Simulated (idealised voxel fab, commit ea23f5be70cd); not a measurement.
Title: Process Module voxel transistor to metal
Section cut is 205 nm wide and gridded with 5 nm square cells.
The cross-sections in this document take the form of a grid made of square cells. They are written out as bands, in order from top to bottom. Each band consists of one or more rows of cells. Basically the band line says how high the top is and how high the bottom is, in nm, and then what's in it from left to right, every material with its width in nm. Empty space shows up as "air", and if a single material carries "full width" it runs the full band edge to edge. Counting heights begins at 0, where everything beneath is, in the wafer as received, one material. The lowest band has no bottom; it goes on downwards, as "0 -> down" shows. You'd read "30 to 40" like this: the band's top row of cells is as wide as the first number, its bottom row is as wide as the second, and going down, every row changes width by the same amount as the row before did. You'll sometimes find "remains unaltered" written for a step, and that's the way of saying that nowhere in the cross-section did a cell change during that step. Basically, "Closed void table" tells you about the enclosed voids: empty spaces with no open way to the top, 8 cells or bigger, each written width x height at distance, where distance is from the left edge, all in nm. Post-settings text on a step line: simulator's own remark regarding the step. On any step carrying a mask, the "overlay nm" setting, if present on the step's line, tells how far right of its planned place the mask lay; negative values point to the left. Pairs from here to the end. Each: cross-section before one process step, cross-section after it, the latter only as far down as the lowest band that changed. Under each: the step between, and its settings. Mind that the pairs may be taken from different runs of this module on the same starting wafer; whether a pair continues from the pair above depends on its entry headed "Cross-section, before", and it does only where that entry says so.
### Cross-section, before
    25 -> 15 = SiO2: 50 / air: 20 / SiO2: 65 / air: 20 / SiO2: 50
    15 -> 10 = SiO2: 50 / air: 20 / SiO2: 10 / SiN: 5 / HfO2: 15 / TiN: 5 / HfO2: 15 / SiN: 5 / SiO2: 10 / air: 20 / SiO2: 50
    10 -> 5 = SiO2: 50 / air: 20 / SiO2: 10 / SiN: 5 / HfO2: 35 / SiN: 5 / SiO2: 10 / air: 20 / SiO2: 50
    5 -> 0 = SiO2: 40 / SiN: 5 / SiO2: 5 / air: 20 / nSi: 10 / SiN: 5 / HfO2: 35 / SiN: 5 / nSi: 10 / air: 20 / SiO2: 5 / SiN: 5 / SiO2: 40
    0 -> -5 = SiO2: 45 / nSi: 35 / HfO2: 45 / nSi: 35 / SiO2: 45
    -5 -> -10 = SiO2: 50 / nSi: 30 / Si: 45 / nSi: 30 / SiO2: 50
    -10 -> -40 = SiO2: 50 / Si: 105 / SiO2: 50
    -40 -> down = Si full width
    Closed void table: none
### after
    30 -> 25 = TiN: 55 / air: 10 / TiN: 75 / air: 10 / TiN: 55
    25 -> 15 = SiO2: 50 / TiN: 5 / air: 10 / TiN: 5 / SiO2: 65 / TiN: 5 / air: 10 / TiN: 5 / SiO2: 50
    15 -> 10 = SiO2: 50 / TiN: 5 / air: 10 / TiN: 5 / SiO2: 10 / SiN: 5 / HfO2: 15 / TiN: 5 / HfO2: 15 / SiN: 5 / SiO2: 10 / TiN: 5 / air: 10 / TiN: 5 / SiO2: 50
    10 -> 5 = SiO2: 50 / TiN: 5 / air: 10 / TiN: 5 / SiO2: 10 / SiN: 5 / HfO2: 35 / SiN: 5 / SiO2: 10 / TiN: 5 / air: 10 / TiN: 5 / SiO2: 50
    5 -> 0 = SiO2: 40 / SiN: 5 / SiO2: 5 / TiN: 20 / nSi: 10 / SiN: 5 / HfO2: 35 / SiN: 5 / nSi: 10 / TiN: 20 / SiO2: 5 / SiN: 5 / SiO2: 40
    Beneath the level 0, the cross-section is identical to its previous state.
    Closed void table: none
Step sandwiched between the two cross-sections above: CONFORMAL_DEP [material TiN] [thk nm 5]
Cross-section, before: see preceding pair, after cross-section.
### after
    35 -> 30 = Ru full width
    30 -> 25 = TiN: 55 / Ru: 10 / TiN: 75 / Ru: 10 / TiN: 55
    25 -> 15 = SiO2: 50 / TiN: 5 / Ru: 10 / TiN: 5 / SiO2: 65 / TiN: 5 / Ru: 10 / TiN: 5 / SiO2: 50
    15 -> 10 = SiO2: 50 / TiN: 5 / Ru: 10 / TiN: 5 / SiO2: 10 / SiN: 5 / HfO2: 15 / TiN: 5 / HfO2: 15 / SiN: 5 / SiO2: 10 / TiN: 5 / Ru: 10 / TiN: 5 / SiO2: 50
    10 -> 5 = SiO2: 50 / TiN: 5 / Ru: 10 / TiN: 5 / SiO2: 10 / SiN: 5 / HfO2: 35 / SiN: 5 / SiO2: 10 / TiN: 5 / Ru: 10 / TiN: 5 / SiO2: 50
    Beneath the level 5, the cross-section is identical to its previous state.
    Closed void table: none
Step sandwiched between the two cross-sections above: FILL_DEP [material Ru] [thk nm 5]
Cross-section, before: see preceding pair, after cross-section.
### after
    25 -> 15 = SiO2: 50 / TiN: 5 / Ru: 10 / TiN: 5 / SiO2: 65 / TiN: 5 / Ru: 10 / TiN: 5 / SiO2: 50
    Beneath the level 15, the cross-section is identical to its previous state.
    Closed void table: none
Step sandwiched between the two cross-sections above: CMP [height nm 25]
Cross-section, before: see preceding pair, after cross-section.
### after
    30 -> 25 = SiCN full width
    Beneath the level 25, the cross-section is identical to its previous state.
    Closed void table: none
Step sandwiched between the two cross-sections above: CONFORMAL_DEP [material SiCN] [thk nm 5]
Cross-section, before: see preceding pair, after cross-section.
### after
    55 -> 30 = lowk full width
    Beneath the level 30, the cross-section is identical to its previous state.
    Closed void table: none
Step sandwiched between the two cross-sections above: DIRECTIONAL_DEP [material lowk] [thk nm 25]
Cross-section, before: see preceding pair, after cross-section.
### after
    55 -> 30 = lowk: 50 / air: 20 / lowk: 65 / air: 20 / lowk: 50
    Beneath the level 30, the cross-section is identical to its previous state.
    Closed void table: none
Step sandwiched between the two cross-sections above: MASKED_ETCH [tone open] [mask id METAL_1] [width nm 20] [pitch nm 85] [etch materials lowk] [depth nm 25] [overlay nm 0]
Cross-section, before: see preceding pair, after cross-section.
### after
    55 -> 30 = lowk: 50 / air: 20 / lowk: 65 / air: 20 / lowk: 50
    30 -> 25 = SiCN: 50 / air: 20 / SiCN: 65 / air: 20 / SiCN: 50
    Beneath the level 25, the cross-section is identical to its previous state.
    Closed void table: none
Step sandwiched between the two cross-sections above: MASKED_ETCH [tone open] [mask id METAL_1] [width nm 20] [pitch nm 85] [etch materials SiCN] [depth nm 5] [overlay nm 0]
Cross-section, before: see preceding pair, after cross-section.
### after
    60 -> 55 = TiN: 55 / air: 10 / TiN: 75 / air: 10 / TiN: 55
    55 -> 30 = lowk: 50 / TiN: 5 / air: 10 / TiN: 5 / lowk: 65 / TiN: 5 / air: 10 / TiN: 5 / lowk: 50
    30 -> 25 = SiCN: 50 / TiN: 20 / SiCN: 65 / TiN: 20 / SiCN: 50
    Beneath the level 25, the cross-section is identical to its previous state.
    Closed void table: none
Step sandwiched between the two cross-sections above: CONFORMAL_DEP [material TiN] [thk nm 5]
Cross-section, before: see preceding pair, after cross-section.
### after
    65 -> 60 = Cu full width
    60 -> 55 = TiN: 55 / Cu: 10 / TiN: 75 / Cu: 10 / TiN: 55
    55 -> 30 = lowk: 50 / TiN: 5 / Cu: 10 / TiN: 5 / lowk: 65 / TiN: 5 / Cu: 10 / TiN: 5 / lowk: 50
    Beneath the level 30, the cross-section is identical to its previous state.
    Closed void table: none
Step sandwiched between the two cross-sections above: FILL_DEP [material Cu] [thk nm 5]
Cross-section, before: see preceding pair, after cross-section.
### after
    55 -> 30 = lowk: 50 / TiN: 5 / Cu: 10 / TiN: 5 / lowk: 65 / TiN: 5 / Cu: 10 / TiN: 5 / lowk: 50
    Beneath the level 30, the cross-section is identical to its previous state.
    Closed void table: none
Step sandwiched between the two cross-sections above: CMP [height nm 55]
Cross-section, before: see preceding pair, after cross-section.
### after
    60 -> 55 = SiCN full width
    Beneath the level 55, the cross-section is identical to its previous state.
    Closed void table: none
Step sandwiched between the two cross-sections above: CONFORMAL_DEP [material SiCN] [thk nm 5]
Cross-section, before: see preceding pair, after cross-section.
### after
    90 -> 60 = lowk full width
    Beneath the level 60, the cross-section is identical to its previous state.
    Closed void table: none
Step sandwiched between the two cross-sections above: DIRECTIONAL_DEP [material lowk] [thk nm 30]
Cross-section, before: see preceding pair, after cross-section.
### after
    100 -> 90 = aC full width
    Beneath the level 90, the cross-section is identical to its previous state.
    Closed void table: none
Step sandwiched between the two cross-sections above: DIRECTIONAL_DEP [material aC] [thk nm 10]
Cross-section, before: see preceding pair, after cross-section.
### after
    125 -> 100 = resist: 50 / air: 15 / resist: 70 / air: 15 / resist: 55
    Beneath the level 100, the cross-section is identical to its previous state.
    Closed void table: none
Step sandwiched between the two cross-sections above: PATTERN [tone open] [mask id METAL_2_HOLES] [material resist] [width nm 15] [pitch nm 85] [thk nm 25] [overlay nm 0]
Cross-section, before: see preceding pair, after cross-section.
### after
    115 -> 100 = resist: 50 / air: 15 / resist: 70 / air: 15 / resist: 55
    100 -> 90 = aC: 50 / air: 15 / aC: 70 / air: 15 / aC: 55
    Beneath the level 90, the cross-section is identical to its previous state.
    Closed void table: none
Step sandwiched between the two cross-sections above: DIRECTIONAL_ETCH [etch materials aC] [depth nm 10]
Cross-section, before: see preceding pair, after cross-section.
### after
    100 -> 90 = aC: 50 / air: 15 / aC: 70 / air: 15 / aC: 55
    Beneath the level 90, the cross-section is identical to its previous state.
    Closed void table: none
Step sandwiched between the two cross-sections above: STRIP [etch materials resist]
Cross-section, before: see preceding pair, after cross-section.
### after
    100 -> 90 = aC: 50 / air: 15 / aC: 70 / air: 15 / aC: 55
    90 -> 60 = lowk: 50 / air: 15 / lowk: 70 / air: 15 / lowk: 55
    Beneath the level 60, the cross-section is identical to its previous state.
    Closed void table: none
Step sandwiched between the two cross-sections above: DIRECTIONAL_ETCH [etch materials lowk] [depth nm 30]
Cross-section, before: see preceding pair, after cross-section.
### after
    90 -> 60 = lowk: 50 / air: 15 / lowk: 70 / air: 15 / lowk: 55
    Beneath the level 60, the cross-section is identical to its previous state.
    Closed void table: none
Step sandwiched between the two cross-sections above: STRIP [etch materials aC]
Cross-section, before: see preceding pair, after cross-section.
### after
    100 -> 90 = aC: 50 / air: 15 / aC: 70 / air: 15 / aC: 55
    90 -> 70 = lowk: 50 / air: 15 / lowk: 70 / air: 15 / lowk: 55
    70 -> 60 = lowk: 50 / aC: 15 / lowk: 70 / aC: 15 / lowk: 55
    Beneath the level 60, the cross-section is identical to its previous state.
    Closed void table: none
Step sandwiched between the two cross-sections above: DIRECTIONAL_DEP [material aC] [thk nm 10]
Cross-section, before: see preceding pair, after cross-section.
### after
    125 -> 100 = resist: 50 / air: 20 / resist: 65 / air: 20 / resist: 50
    Beneath the level 100, the cross-section is identical to its previous state.
    Closed void table: none
Step sandwiched between the two cross-sections above: PATTERN [tone open] [mask id METAL_2] [material resist] [width nm 20] [pitch nm 85] [thk nm 25] [overlay nm 0]
Cross-section, before: see preceding pair, after cross-section.
### after
    115 -> 100 = resist: 50 / air: 20 / resist: 65 / air: 20 / resist: 50
    100 -> 90 = aC: 50 / air: 20 / aC: 65 / air: 20 / aC: 50
    90 -> 60 = lowk: 50 / air: 15 / lowk: 70 / air: 15 / lowk: 55
    Beneath the level 60, the cross-section is identical to its previous state.
    Closed void table: none
Step sandwiched between the two cross-sections above: DIRECTIONAL_ETCH [etch materials aC] [depth nm 10]
Cross-section, before: see preceding pair, after cross-section.
### after
    100 -> 90 = aC: 50 / air: 20 / aC: 65 / air: 20 / aC: 50
    Beneath the level 90, the cross-section is identical to its previous state.
    Closed void table: none
Step sandwiched between the two cross-sections above: STRIP [etch materials resist]
Cross-section, before: see preceding pair, after cross-section.
### after
    100 -> 90 = aC: 50 / air: 20 / aC: 65 / air: 20 / aC: 50
    90 -> 75 = lowk: 50 / air: 20 / lowk: 65 / air: 20 / lowk: 50
    Beneath the level 75, the cross-section is identical to its previous state.
    Closed void table: none
Step sandwiched between the two cross-sections above: DIRECTIONAL_ETCH [etch materials lowk] [depth nm 15]
Cross-section, before: see preceding pair, after cross-section.
### after
    100 -> 90 = aC: 50 / air: 20 / aC: 65 / air: 20 / aC: 50
    90 -> 75 = lowk: 50 / air: 20 / lowk: 65 / air: 20 / lowk: 50
    75 -> 60 = lowk: 50 / air: 15 / lowk: 70 / air: 15 / lowk: 55
    60 -> 55 = SiCN: 50 / air: 15 / SiCN: 70 / air: 15 / SiCN: 55
    Beneath the level 55, the cross-section is identical to its previous state.
    Closed void table: none
Step sandwiched between the two cross-sections above: DIRECTIONAL_ETCH [etch materials SiCN] [depth nm 5]
Cross-section, before: see preceding pair, after cross-section.
### after
    90 -> 75 = lowk: 50 / air: 20 / lowk: 65 / air: 20 / lowk: 50
    Beneath the level 75, the cross-section is identical to its previous state.
    Closed void table: none
Step sandwiched between the two cross-sections above: STRIP [etch materials aC]
Cross-section, before: see preceding pair, after cross-section.
### after
    95 -> 90 = TiN: 55 / air: 10 / TiN: 75 / air: 10 / TiN: 55
    90 -> 80 = lowk: 50 / TiN: 5 / air: 10 / TiN: 5 / lowk: 65 / TiN: 5 / air: 10 / TiN: 5 / lowk: 50
    80 -> 75 = lowk: 50 / TiN: 5 / air: 5 / TiN: 10 / lowk: 65 / TiN: 5 / air: 5 / TiN: 10 / lowk: 50
    75 -> 60 = lowk: 50 / TiN: 5 / air: 5 / TiN: 5 / lowk: 70 / TiN: 5 / air: 5 / TiN: 5 / lowk: 55
    60 -> 55 = SiCN: 50 / TiN: 15 / SiCN: 70 / TiN: 15 / SiCN: 55
    Beneath the level 55, the cross-section is identical to its previous state.
    Closed void table: none
Step sandwiched between the two cross-sections above: CONFORMAL_DEP [material TiN] [thk nm 5]
Cross-section, before: see preceding pair, after cross-section.
### after
    100 -> 95 = Cu full width
    95 -> 90 = TiN: 55 / Cu: 10 / TiN: 75 / Cu: 10 / TiN: 55
    90 -> 80 = lowk: 50 / TiN: 5 / Cu: 10 / TiN: 5 / lowk: 65 / TiN: 5 / Cu: 10 / TiN: 5 / lowk: 50
    80 -> 75 = lowk: 50 / TiN: 5 / Cu: 5 / TiN: 10 / lowk: 65 / TiN: 5 / Cu: 5 / TiN: 10 / lowk: 50
    75 -> 60 = lowk: 50 / TiN: 5 / Cu: 5 / TiN: 5 / lowk: 70 / TiN: 5 / Cu: 5 / TiN: 5 / lowk: 55
    Beneath the level 60, the cross-section is identical to its previous state.
    Closed void table: none
Step sandwiched between the two cross-sections above: FILL_DEP [material Cu] [thk nm 5]
Cross-section, before: see preceding pair, after cross-section.
### after
    90 -> 80 = lowk: 50 / TiN: 5 / Cu: 10 / TiN: 5 / lowk: 65 / TiN: 5 / Cu: 10 / TiN: 5 / lowk: 50
    Beneath the level 80, the cross-section is identical to its previous state.
    Closed void table: none
Step sandwiched between the two cross-sections above: CMP [height nm 90]
Cross-section, before: see preceding pair, after cross-section.
### after
    95 -> 90 = SiN full width
    Beneath the level 90, the cross-section is identical to its previous state.
    Closed void table: none
Step sandwiched between the two cross-sections above: CONFORMAL_DEP [material SiN] [thk nm 5]
### Cross-section, before
    100 -> 90 = aC: 50 / air: 15 / aC: 70 / air: 15 / aC: 55
    90 -> 70 = lowk: 50 / air: 15 / lowk: 70 / air: 15 / lowk: 55
    70 -> 60 = lowk: 50 / aC: 15 / lowk: 70 / aC: 15 / lowk: 55
    60 -> 55 = SiCN full width
    55 -> 30 = lowk: 50 / TiN: 5 / Cu: 10 / TiN: 5 / lowk: 65 / TiN: 5 / Cu: 10 / TiN: 5 / lowk: 50
    30 -> 25 = SiCN: 50 / TiN: 20 / SiCN: 65 / TiN: 20 / SiCN: 50
    25 -> 15 = SiO2: 50 / TiN: 5 / Ru: 10 / TiN: 5 / SiO2: 65 / TiN: 5 / Ru: 10 / TiN: 5 / SiO2: 50
    15 -> 5 = SiO2: 50 / TiN: 5 / Ru: 10 / TiN: 5 / SiO2: 10 / SiN: 5 / HfO2: 5 / TiN: 5 / W: 15 / TiN: 5 / HfO2: 5 / SiN: 5 / SiO2: 10 / TiN: 5 / Ru: 10 / TiN: 5 / SiO2: 50
    5 -> 0 = SiO2: 40 / SiN: 5 / SiO2: 5 / TiN: 20 / nSi: 10 / SiN: 5 / HfO2: 5 / TiN: 25 / HfO2: 5 / SiN: 5 / nSi: 10 / TiN: 20 / SiO2: 5 / SiN: 5 / SiO2: 40
    0 -> -5 = SiO2: 45 / nSi: 35 / HfO2: 45 / nSi: 35 / SiO2: 45
    -5 -> -10 = SiO2: 50 / nSi: 30 / Si: 45 / nSi: 30 / SiO2: 50
    -10 -> -40 = SiO2: 50 / Si: 105 / SiO2: 50
    -40 -> down = Si full width
    Closed void table: none
### after
    125 -> 100 = resist: 50 / air: 25 / resist: 60 / air: 25 / resist: 45
    Beneath the level 100, the cross-section is identical to its previous state.
    Closed void table: none
Step sandwiched between the two cross-sections above: PATTERN [tone open] [mask id METAL_2] [material resist] [width nm 25] [pitch nm 85] [thk nm 25] [overlay nm 0]
Cross-section, before: see preceding pair, after cross-section.
### after
    115 -> 100 = resist: 50 / air: 25 / resist: 60 / air: 25 / resist: 45
    100 -> 90 = aC: 50 / air: 25 / aC: 60 / air: 25 / aC: 45
    90 -> 60 = lowk: 50 / air: 15 / lowk: 70 / air: 15 / lowk: 55
    Beneath the level 60, the cross-section is identical to its previous state.
    Closed void table: none
Step sandwiched between the two cross-sections above: DIRECTIONAL_ETCH [etch materials aC] [depth nm 10]
Cross-section, before: see preceding pair, after cross-section.
### after
    100 -> 90 = aC: 50 / air: 25 / aC: 60 / air: 25 / aC: 45
    Beneath the level 90, the cross-section is identical to its previous state.
    Closed void table: none
Step sandwiched between the two cross-sections above: STRIP [etch materials resist]
Cross-section, before: see preceding pair, after cross-section.
### after
    100 -> 90 = aC: 50 / air: 25 / aC: 60 / air: 25 / aC: 45
    90 -> 75 = lowk: 50 / air: 25 / lowk: 60 / air: 25 / lowk: 45
    Beneath the level 75, the cross-section is identical to its previous state.
    Closed void table: none
Step sandwiched between the two cross-sections above: DIRECTIONAL_ETCH [etch materials lowk] [depth nm 15]
Cross-section, before: see preceding pair, after cross-section.
### after
    100 -> 90 = aC: 50 / air: 25 / aC: 60 / air: 25 / aC: 45
    90 -> 75 = lowk: 50 / air: 25 / lowk: 60 / air: 25 / lowk: 45
    75 -> 60 = lowk: 50 / air: 15 / lowk: 70 / air: 15 / lowk: 55
    60 -> 55 = SiCN: 50 / air: 15 / SiCN: 70 / air: 15 / SiCN: 55
    Beneath the level 55, the cross-section is identical to its previous state.
    Closed void table: none
Step sandwiched between the two cross-sections above: DIRECTIONAL_ETCH [etch materials SiCN] [depth nm 5]
Cross-section, before: see preceding pair, after cross-section.
### after
    90 -> 75 = lowk: 50 / air: 25 / lowk: 60 / air: 25 / lowk: 45
    Beneath the level 75, the cross-section is identical to its previous state.
    Closed void table: none
Step sandwiched between the two cross-sections above: STRIP [etch materials aC]
Cross-section, before: see preceding pair, after cross-section.
### after
    95 -> 90 = TiN: 55 / air: 15 / TiN: 70 / air: 15 / TiN: 50
    90 -> 80 = lowk: 50 / TiN: 5 / air: 15 / TiN: 5 / lowk: 60 / TiN: 5 / air: 15 / TiN: 5 / lowk: 45
    80 -> 75 = lowk: 50 / TiN: 5 / air: 5 / TiN: 15 / lowk: 60 / TiN: 5 / air: 5 / TiN: 15 / lowk: 45
    75 -> 60 = lowk: 50 / TiN: 5 / air: 5 / TiN: 5 / lowk: 70 / TiN: 5 / air: 5 / TiN: 5 / lowk: 55
    60 -> 55 = SiCN: 50 / TiN: 15 / SiCN: 70 / TiN: 15 / SiCN: 55
    Beneath the level 55, the cross-section is identical to its previous state.
    Closed void table: none
Step sandwiched between the two cross-sections above: CONFORMAL_DEP [material TiN] [thk nm 5]
Cross-section, before: see preceding pair, after cross-section.
### after
    100 -> 95 = Cu full width
    95 -> 90 = TiN: 55 / Cu: 15 / TiN: 70 / Cu: 15 / TiN: 50
    90 -> 80 = lowk: 50 / TiN: 5 / Cu: 15 / TiN: 5 / lowk: 60 / TiN: 5 / Cu: 15 / TiN: 5 / lowk: 45
    80 -> 75 = lowk: 50 / TiN: 5 / Cu: 5 / TiN: 15 / lowk: 60 / TiN: 5 / Cu: 5 / TiN: 15 / lowk: 45
    75 -> 60 = lowk: 50 / TiN: 5 / Cu: 5 / TiN: 5 / lowk: 70 / TiN: 5 / Cu: 5 / TiN: 5 / lowk: 55
    Beneath the level 60, the cross-section is identical to its previous state.
    Closed void table: none
Step sandwiched between the two cross-sections above: FILL_DEP [material Cu] [thk nm 5]
Cross-section, before: see preceding pair, after cross-section.
### after
    90 -> 80 = lowk: 50 / TiN: 5 / Cu: 15 / TiN: 5 / lowk: 60 / TiN: 5 / Cu: 15 / TiN: 5 / lowk: 45
    Beneath the level 80, the cross-section is identical to its previous state.
    Closed void table: none
Step sandwiched between the two cross-sections above: CMP [height nm 90]
Cross-section, before: see preceding pair, after cross-section.
### after
    95 -> 90 = SiN full width
    Beneath the level 90, the cross-section is identical to its previous state.
    Closed void table: none
Step sandwiched between the two cross-sections above: CONFORMAL_DEP [material SiN] [thk nm 5]
### Cross-section, before
    55 -> 30 = lowk: 50 / air: 20 / lowk: 65 / air: 20 / lowk: 50
    30 -> 25 = SiCN full width
    25 -> 15 = SiO2: 50 / TiN: 5 / Ru: 10 / TiN: 5 / SiO2: 65 / TiN: 5 / Ru: 10 / TiN: 5 / SiO2: 50
    15 -> 5 = SiO2: 50 / TiN: 5 / Ru: 10 / TiN: 5 / SiO2: 10 / SiN: 5 / HfO2: 5 / TiN: 5 / W: 15 / TiN: 5 / HfO2: 5 / SiN: 5 / SiO2: 10 / TiN: 5 / Ru: 10 / TiN: 5 / SiO2: 50
    5 -> 0 = SiO2: 40 / SiN: 5 / SiO2: 5 / TiN: 20 / nSi: 10 / SiN: 5 / HfO2: 5 / TiN: 25 / HfO2: 5 / SiN: 5 / nSi: 10 / TiN: 20 / SiO2: 5 / SiN: 5 / SiO2: 40
    0 -> -5 = SiO2: 45 / nSi: 35 / HfO2: 45 / nSi: 35 / SiO2: 45
    -5 -> -10 = SiO2: 50 / nSi: 30 / Si: 45 / nSi: 30 / SiO2: 50
    -10 -> -40 = SiO2: 50 / Si: 105 / SiO2: 50
    -40 -> down = Si full width
    Closed void table: none
### after
    55 -> 30 = lowk: 50 / air: 20 / lowk: 65 / air: 20 / lowk: 50
    30 -> 25 = SiCN: 50 / air: 15 / SiCN: 70 / air: 15 / SiCN: 55
    Beneath the level 25, the cross-section is identical to its previous state.
    Closed void table: none
Step sandwiched between the two cross-sections above: MASKED_ETCH [tone open] [mask id METAL_1] [width nm 20] [pitch nm 85] [etch materials SiCN] [depth nm 5] [overlay nm -5]
Cross-section, before: see preceding pair, after cross-section.
### after
    60 -> 55 = TiN: 55 / air: 10 / TiN: 75 / air: 10 / TiN: 55
    55 -> 35 = lowk: 50 / TiN: 5 / air: 10 / TiN: 5 / lowk: 65 / TiN: 5 / air: 10 / TiN: 5 / lowk: 50
    35 -> 30 = lowk: 50 / TiN: 5 / air: 5 / TiN: 10 / lowk: 65 / TiN: 5 / air: 5 / TiN: 10 / lowk: 50
    30 -> 25 = SiCN: 50 / TiN: 15 / SiCN: 70 / TiN: 15 / SiCN: 55
    Beneath the level 25, the cross-section is identical to its previous state.
    Closed void table: none
Step sandwiched between the two cross-sections above: CONFORMAL_DEP [material TiN] [thk nm 5]
Cross-section, before: see preceding pair, after cross-section.
### after
    65 -> 60 = Cu full width
    60 -> 55 = TiN: 55 / Cu: 10 / TiN: 75 / Cu: 10 / TiN: 55
    55 -> 35 = lowk: 50 / TiN: 5 / Cu: 10 / TiN: 5 / lowk: 65 / TiN: 5 / Cu: 10 / TiN: 5 / lowk: 50
    35 -> 30 = lowk: 50 / TiN: 5 / Cu: 5 / TiN: 10 / lowk: 65 / TiN: 5 / Cu: 5 / TiN: 10 / lowk: 50
    Beneath the level 30, the cross-section is identical to its previous state.
    Closed void table: none
Step sandwiched between the two cross-sections above: FILL_DEP [material Cu] [thk nm 5]
Cross-section, before: see preceding pair, after cross-section.
### after
    55 -> 35 = lowk: 50 / TiN: 5 / Cu: 10 / TiN: 5 / lowk: 65 / TiN: 5 / Cu: 10 / TiN: 5 / lowk: 50
    Beneath the level 35, the cross-section is identical to its previous state.
    Closed void table: none
Step sandwiched between the two cross-sections above: CMP [height nm 55]
Cross-section, before: see preceding pair, after cross-section.
### after
    60 -> 55 = SiCN full width
    Beneath the level 55, the cross-section is identical to its previous state.
    Closed void table: none
Step sandwiched between the two cross-sections above: CONFORMAL_DEP [material SiCN] [thk nm 5]
Cross-section, before: see preceding pair, after cross-section.
### after
    90 -> 60 = lowk full width
    Beneath the level 60, the cross-section is identical to its previous state.
    Closed void table: none
Step sandwiched between the two cross-sections above: DIRECTIONAL_DEP [material lowk] [thk nm 30]
Cross-section, before: see preceding pair, after cross-section.
### after
    100 -> 90 = aC full width
    Beneath the level 90, the cross-section is identical to its previous state.
    Closed void table: none
Step sandwiched between the two cross-sections above: DIRECTIONAL_DEP [material aC] [thk nm 10]
Cross-section, before: see preceding pair, after cross-section.
### after
    125 -> 100 = resist: 50 / air: 15 / resist: 70 / air: 15 / resist: 55
    Beneath the level 100, the cross-section is identical to its previous state.
    Closed void table: none
Step sandwiched between the two cross-sections above: PATTERN [tone open] [mask id METAL_2_HOLES] [material resist] [width nm 15] [pitch nm 85] [thk nm 25] [overlay nm 0]
Cross-section, before: see preceding pair, after cross-section.
### after
    115 -> 100 = resist: 50 / air: 15 / resist: 70 / air: 15 / resist: 55
    100 -> 90 = aC: 50 / air: 15 / aC: 70 / air: 15 / aC: 55
    Beneath the level 90, the cross-section is identical to its previous state.
    Closed void table: none
Step sandwiched between the two cross-sections above: DIRECTIONAL_ETCH [etch materials aC] [depth nm 10]
Cross-section, before: see preceding pair, after cross-section.
### after
    100 -> 90 = aC: 50 / air: 15 / aC: 70 / air: 15 / aC: 55
    Beneath the level 90, the cross-section is identical to its previous state.
    Closed void table: none
Step sandwiched between the two cross-sections above: STRIP [etch materials resist]
Cross-section, before: see preceding pair, after cross-section.
### after
    100 -> 90 = aC: 50 / air: 15 / aC: 70 / air: 15 / aC: 55
    90 -> 60 = lowk: 50 / air: 15 / lowk: 70 / air: 15 / lowk: 55
    Beneath the level 60, the cross-section is identical to its previous state.
    Closed void table: none
Step sandwiched between the two cross-sections above: DIRECTIONAL_ETCH [etch materials lowk] [depth nm 30]
Cross-section, before: see preceding pair, after cross-section.
### after
    90 -> 60 = lowk: 50 / air: 15 / lowk: 70 / air: 15 / lowk: 55
    Beneath the level 60, the cross-section is identical to its previous state.
    Closed void table: none
Step sandwiched between the two cross-sections above: STRIP [etch materials aC]
Cross-section, before: see preceding pair, after cross-section.
### after
    100 -> 90 = aC: 50 / air: 15 / aC: 70 / air: 15 / aC: 55
    90 -> 70 = lowk: 50 / air: 15 / lowk: 70 / air: 15 / lowk: 55
    70 -> 60 = lowk: 50 / aC: 15 / lowk: 70 / aC: 15 / lowk: 55
    Beneath the level 60, the cross-section is identical to its previous state.
    Closed void table: none
Step sandwiched between the two cross-sections above: DIRECTIONAL_DEP [material aC] [thk nm 10]
Cross-section, before: see preceding pair, after cross-section.
### after
    125 -> 100 = resist: 50 / air: 20 / resist: 65 / air: 20 / resist: 50
    Beneath the level 100, the cross-section is identical to its previous state.
    Closed void table: none
Step sandwiched between the two cross-sections above: PATTERN [tone open] [mask id METAL_2] [material resist] [width nm 20] [pitch nm 85] [thk nm 25] [overlay nm 0]
Cross-section, before: see preceding pair, after cross-section.
### after
    115 -> 100 = resist: 50 / air: 20 / resist: 65 / air: 20 / resist: 50
    100 -> 90 = aC: 50 / air: 20 / aC: 65 / air: 20 / aC: 50
    90 -> 60 = lowk: 50 / air: 15 / lowk: 70 / air: 15 / lowk: 55
    Beneath the level 60, the cross-section is identical to its previous state.
    Closed void table: none
Step sandwiched between the two cross-sections above: DIRECTIONAL_ETCH [etch materials aC] [depth nm 10]
Cross-section, before: see preceding pair, after cross-section.
### after
    100 -> 90 = aC: 50 / air: 20 / aC: 65 / air: 20 / aC: 50
    Beneath the level 90, the cross-section is identical to its previous state.
    Closed void table: none
Step sandwiched between the two cross-sections above: STRIP [etch materials resist]
Cross-section, before: see preceding pair, after cross-section.
### after
    100 -> 90 = aC: 50 / air: 20 / aC: 65 / air: 20 / aC: 50
    90 -> 75 = lowk: 50 / air: 20 / lowk: 65 / air: 20 / lowk: 50
    Beneath the level 75, the cross-section is identical to its previous state.
    Closed void table: none
Step sandwiched between the two cross-sections above: DIRECTIONAL_ETCH [etch materials lowk] [depth nm 15]
Cross-section, before: see preceding pair, after cross-section.
### after
    100 -> 90 = aC: 50 / air: 20 / aC: 65 / air: 20 / aC: 50
    90 -> 75 = lowk: 50 / air: 20 / lowk: 65 / air: 20 / lowk: 50
    75 -> 60 = lowk: 50 / air: 15 / lowk: 70 / air: 15 / lowk: 55
    60 -> 55 = SiCN: 50 / air: 15 / SiCN: 70 / air: 15 / SiCN: 55
    Beneath the level 55, the cross-section is identical to its previous state.
    Closed void table: none
Step sandwiched between the two cross-sections above: DIRECTIONAL_ETCH [etch materials SiCN] [depth nm 5]
Cross-section, before: see preceding pair, after cross-section.
### after
    90 -> 75 = lowk: 50 / air: 20 / lowk: 65 / air: 20 / lowk: 50
    Beneath the level 75, the cross-section is identical to its previous state.
    Closed void table: none
Step sandwiched between the two cross-sections above: STRIP [etch materials aC]
Cross-section, before: see preceding pair, after cross-section.
### after
    95 -> 90 = TiN: 55 / air: 10 / TiN: 75 / air: 10 / TiN: 55
    90 -> 80 = lowk: 50 / TiN: 5 / air: 10 / TiN: 5 / lowk: 65 / TiN: 5 / air: 10 / TiN: 5 / lowk: 50
    80 -> 75 = lowk: 50 / TiN: 5 / air: 5 / TiN: 10 / lowk: 65 / TiN: 5 / air: 5 / TiN: 10 / lowk: 50
    75 -> 60 = lowk: 50 / TiN: 5 / air: 5 / TiN: 5 / lowk: 70 / TiN: 5 / air: 5 / TiN: 5 / lowk: 55
    60 -> 55 = SiCN: 50 / TiN: 15 / SiCN: 70 / TiN: 15 / SiCN: 55
    Beneath the level 55, the cross-section is identical to its previous state.
    Closed void table: none
Step sandwiched between the two cross-sections above: CONFORMAL_DEP [material TiN] [thk nm 5]
